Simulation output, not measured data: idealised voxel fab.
Process module heading - voxel released beams
The figure presents cross-section cut, which has a width of 245 nm and is divided into square cells with an edge length of 5 nm.
Cross-section, as written here: a square-cell grid given band by band from the top down, where a band holds one or more rows of cells. First you get the band's top height and its bottom height, in nm, and then the materials it's made of, left to right, with each width in nm. If you see a single material with "throughout", that one covers the band edge to edge. "blank" is empty space. We count height from 0. Below that, the starting wafer is all one material. The lowest band never ends at the bottom but goes on down; see "0 -> down" for how that is written. So if you see something like "30..40" for the width, read it as the top row of the band sitting at the first number and the bottom row at the second, with every row in between moving by the same amount as the last. A step reported as "left unchanged" is a step in which no cell of the cross-section changed. Voids not open to the top, 8 cells minimum: see "Closed void entries". Written width x height at distance; distance is from the left edge; nm. Anything after a step's settings on that line? It's the simulator's own note about the step. If you see "overlay nm" on a step's line and that step has a mask, it's telling you how far right of where it was planned the mask ended up; a negative number means it went left instead.
Here's what the planned process steps look like:
- 1: RECEIVE: material Si
- 2: CONFORMAL_DEP: material SiN, thk nm 10
- 3: DIRECTIONAL_DEP: material SiO2, thk nm 15
- 4: PATTERN: tone open, mask id ANCHOR, material resist, width nm 45, thk nm 15, overlay nm 0
- 5: DIRECTIONAL_ETCH: etch materials SiO2, depth nm 15
- 6: STRIP: etch materials resist
- 7: CONFORMAL_DEP: material TiN, thk nm 15
- 8: PATTERN: tone cover, mask id BEAM, material resist, width nm 95, thk nm 15, overlay nm 0
- 9: DIRECTIONAL_ETCH: etch materials TiN, depth nm 15
- 10: STRIP: etch materials resist
- 11: STRIP: etch materials SiO2
Below: the first of two wafers, run as planned:
Incoming wafer in cross-section (state: after step 1):
    0 -> down: Si throughout
    Closed void entries: none
Cross-section: wafer state after step 2:
    10 -> 0: SiN throughout
    No changes below 0.
Cross-section: wafer state after step 3:
    25 -> 10: SiO2 throughout
    No changes below 10.
Cross-section: wafer state after step 4:
    40 -> 25: 75 nm resist | 45 nm blank | 125 nm resist
    No changes below 25.
Cross-section: wafer state after step 5:
    40 -> 25: 75 nm resist | 45 nm blank | 125 nm resist
    25 -> 10: 75 nm SiO2 | 45 nm blank | 125 nm SiO2
    No changes below 10.
Cross-section: wafer state after step 6:
    25 -> 10: 75 nm SiO2 | 45 nm blank | 125 nm SiO2
    No changes below 10.
Cross-section: wafer state after step 7:
    40 -> 25: 90 nm TiN | 15 nm blank | 140 nm TiN
    25 -> 10: 75 nm SiO2 | 45 nm TiN | 125 nm SiO2
    No changes below 10.
Cross-section: wafer state after step 8:
    55 -> 40: 70 nm blank | 95 nm resist | 80 nm blank
    40 -> 25: 90 nm TiN | 15 nm resist | 140 nm TiN
    No changes below 25.
Cross-section: wafer state after step 9:
    55 -> 40: 70 nm blank | 95 nm resist | 80 nm blank
    40 -> 25: 70 nm blank | 20 nm TiN | 15 nm resist | 60 nm TiN | 80 nm blank
    No changes below 25.
Cross-section: wafer state after step 10:
    40 -> 25: 70 nm blank | 20 nm TiN | 15 nm blank | 60 nm TiN | 80 nm blank
    No changes below 25.
Cross-section: wafer state after step 11:
    40 -> 25: 70 nm blank | 20 nm TiN | 15 nm blank | 60 nm TiN | 80 nm blank
    25 -> 10: 75 nm blank | 45 nm TiN | 125 nm blank
    No changes below 10.
Companion wafer, the second of two: same beginning, same intended sequence, one mistake in carrying it out; through step 2 inclusive it tracks the first exactly:
Second wafer cross-section, taken as of the time the plan sets for step 3 to be done:
    25 -> 10: TiN throughout
    No changes below 10.
Second wafer cross-section, taken as of the time the plan sets for step 4 to be done:
    40 -> 25: 75 nm resist | 45 nm blank | 125 nm resist
    No changes below 25.
Second wafer cross-section, taken as of the time the plan sets for step 5 to be done: left unchanged
Second wafer cross-section, taken as of the time the plan sets for step 6 to be done:
    25 -> 10: TiN throughout
    No changes below 10.
Second wafer cross-section, taken as of the time the plan sets for step 7 to be done:
    40 -> 10: TiN throughout
    No changes below 10.
Second wafer cross-section, taken as of the time the plan sets for step 8 to be done:
    55 -> 40: 70 nm blank | 95 nm resist | 80 nm blank
    No changes below 40.
Second wafer cross-section, taken as of the time the plan sets for step 9 to be done:
    55 -> 40: 70 nm blank | 95 nm resist | 80 nm blank
    40 -> 25: 70 nm blank | 95 nm TiN | 80 nm blank
    No changes below 25.
Second wafer cross-section, taken as of the time the plan sets for step 10 to be done:
    40 -> 25: 70 nm blank | 95 nm TiN | 80 nm blank
    No changes below 25.
Second wafer cross-section, taken as of the time the plan sets for step 11 to be done: left unchanged
Where did the run depart from the plan? step 3 went in with a setting other than planned; the actual run was DIRECTIONAL_DEP: material TiN, thk nm 15
Final comparison by cell count, materials where the second wafer has more or fewer than the first: 129 more of TiN
